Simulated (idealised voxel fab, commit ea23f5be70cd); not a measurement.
A process module follows: voxel ribs on slabs.
We display cut, a cross-section 290 nm in width whose square cells are each 5 nm.
This document writes a cross-section as a grid whose cells are square, and gives it as bands, listed from the top down; one or more rows of cells form a band.
Heads up on the band format: heights come first, top then bottom, in nm. After that it's the materials left to right, each with its width in nm. A single material flagged "all across" fills the whole band edge to edge, and "blank" means there's empty space there.
Beneath 0, the wafer as received is one material, and that level is where height counting begins. The lowest band goes on downward without a bottom; it is written like "z 0 and below".
Top row gets the first number, bottom row gets the second, and each row in between changes by the same step: that is how a band width like "30 to 40" works.
You'll sometimes find "no alteration" written for a step, and that's the way of saying that nowhere in the cross-section did a cell change during that step.
"Enclosed cavity list" lists enclosed empty spaces (at least 8 cells, no open path upward to the top), each as width x height at distance from the left edge, in nm.
Post-settings text on a step line: simulator's own remark regarding the step.
Each step line may optionally specify "overlay nm", which for a step with a mask gives the rightward distance between the mask's planned place and where it lay, a negative value indicating the leftward direction.
## Process steps - plan
1,RECEIVE: material Si
2,DIRECTIONAL_DEP: material SiO2, thk nm 30
3,DIRECTIONAL_DEP: material SiN, thk nm 25
4,MASKED_ETCH: tone cover, mask id RIB, width nm 20, etch materials SiN, depth nm 10, overlay nm 0
5,MASKED_ETCH: tone cover, mask id SLAB, width nm 80, etch materials SiN, depth nm 15, overlay nm 0
6,FILL_DEP: material SiO2, thk nm 20
7,CMP: height nm 70
8,DIRECTIONAL_DEP: material W, thk nm 5
9,MASKED_ETCH: tone cover, mask id HEATER, width nm 30, etch materials W, depth nm 5, overlay nm 0
10,CONFORMAL_DEP: material SiO2, thk nm 5
## Incoming wafer in cross-section (state: after step 1)
- z 0 and below | Si all across
- Enclosed cavity list: none
## As-planned run: cross-section of the first of two wafers at end of module
- z 80 to 75 | blank 125, then SiO2 40, then blank 125
- z 75 to 70 | SiO2 130, then W 30, then SiO2 130
- z 70 to 55 | SiO2 all across
- z 55 to 45 | SiO2 135, then SiN 20, then SiO2 135
- z 45 to 30 | SiO2 105, then SiN 80, then SiO2 105
- z 30 to 0 | SiO2 all across
- z 0 and below | Si all across
- Enclosed cavity list: none
## Cross-section of the latter of the two wafers at module completion. It had an identical start and an identical plan to the former; in running it, one mistake was made
- z 80 to 75 | blank 120, then SiO2 50, then blank 120
- z 75 to 70 | SiO2 125, then W 40, then SiO2 125
- z 70 to 55 | SiO2 all across
- z 55 to 45 | SiO2 135, then SiN 20, then SiO2 135
- z 45 to 30 | SiO2 105, then SiN 80, then SiO2 105
- z 30 to 0 | SiO2 all across
- z 0 and below | Si all across
- Enclosed cavity list: none
Here's what went sideways: step 9 changed vs plan, executed as MASKED_ETCH: tone cover, mask id HEATER, width nm 40, etch materials W, depth nm 5, overlay nm 0
Per the end-of-run cell counts, the second wafer holds more or fewer of some materials than the first: 2 more of W
